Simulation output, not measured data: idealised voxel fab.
You're looking at the process module voxel ribs on slabs.
The figure presents cross-section cut, which has a width of 280 nm and is divided into square cells with an edge length of 5 nm.
Format of a cross-section: grid, square cells. Given as bands. Order: top down. Band: one or more rows of cells. Per band: top height and bottom height in nm, followed by the left-to-right materials and their widths in nm; "everywhere" marks a single material spanning edge to edge, "air" marks empty space. Zero point of the height axis is 0; under it, received wafer = one material. Lowest band: continues down indefinitely, "0 nm and below". A width given as "30->40" starts at the first number in the band's top row and ends at the second number in its bottom row, shifting by an equal amount at every step from row to row. When a step is marked "nothing got changed", none of the cells in the cross-section changed during that step. The label "Unvented internal voids" introduces a list of the empty spaces, 8 cells or larger, that have no open way up to the top; each entry in it reads width x height at distance, where the distance is taken from the left edge and all three are stated in nm. Text after the settings on a step's line: the simulator's own remark on that step. If you see "overlay nm" on a step's line and that step has a mask, it's telling you how far right of where it was planned the mask ended up; a negative number means it went left instead.

## These are the steps we planned for the process
1) RECEIVE [material Si]
2) DIRECTIONAL_DEP [material SiO2] [thk nm 25]
3) DIRECTIONAL_DEP [material SiN] [thk nm 25]
4) DIRECTIONAL_DEP [material aC] [thk nm 15]
5) PATTERN [tone cover] [mask id RIB] [material resist] [width nm 30] [thk nm 30] [overlay nm 0]
6) DIRECTIONAL_ETCH [etch materials aC] [depth nm 15]
7) STRIP [etch materials resist]
8) DIRECTIONAL_ETCH [etch materials SiN] [depth nm 15]
9) STRIP [etch materials aC]
10) PATTERN [tone cover] [mask id SLAB] [material resist] [width nm 60] [thk nm 20] [overlay nm 0]
11) DIRECTIONAL_ETCH [etch materials SiN] [depth nm 10]
12) STRIP [etch materials resist]
13) FILL_DEP [material SiO2] [thk nm 20]
14) CMP [height nm 50]
15) DIRECTIONAL_DEP [material TiN] [thk nm 5]
16) MASKED_ETCH [tone cover] [mask id HEATER] [width nm 40] [etch materials TiN] [depth nm 5] [overlay nm 0]
17) CONFORMAL_DEP [material SiN] [thk nm 5]
Same starting wafers, different height nm at step 14. Plan value belongs to the first wafer.

## As received, i.e. after step 1: cross-section through the first of several wafers
0 nm and below = Si everywhere
Unvented internal voids: none

## Below: a row per wafer. Contents at end of module: for every material, cells gained since receipt (+) or lost since receipt (-); then closed voids
height nm 50 | +100 SiN | +518 SiO2 | +8 TiN | Unvented internal voids: none
height nm 55 | +100 SiN | +574 SiO2 | +8 TiN | Unvented internal voids: none
height nm 60 | +100 SiN | +630 SiO2 | +8 TiN | Unvented internal voids: none
height nm 65 | +100 SiN | +686 SiO2 | +8 TiN | Unvented internal voids: none
height nm 70 | +100 SiN | +742 SiO2 | +8 TiN | Unvented internal voids: none
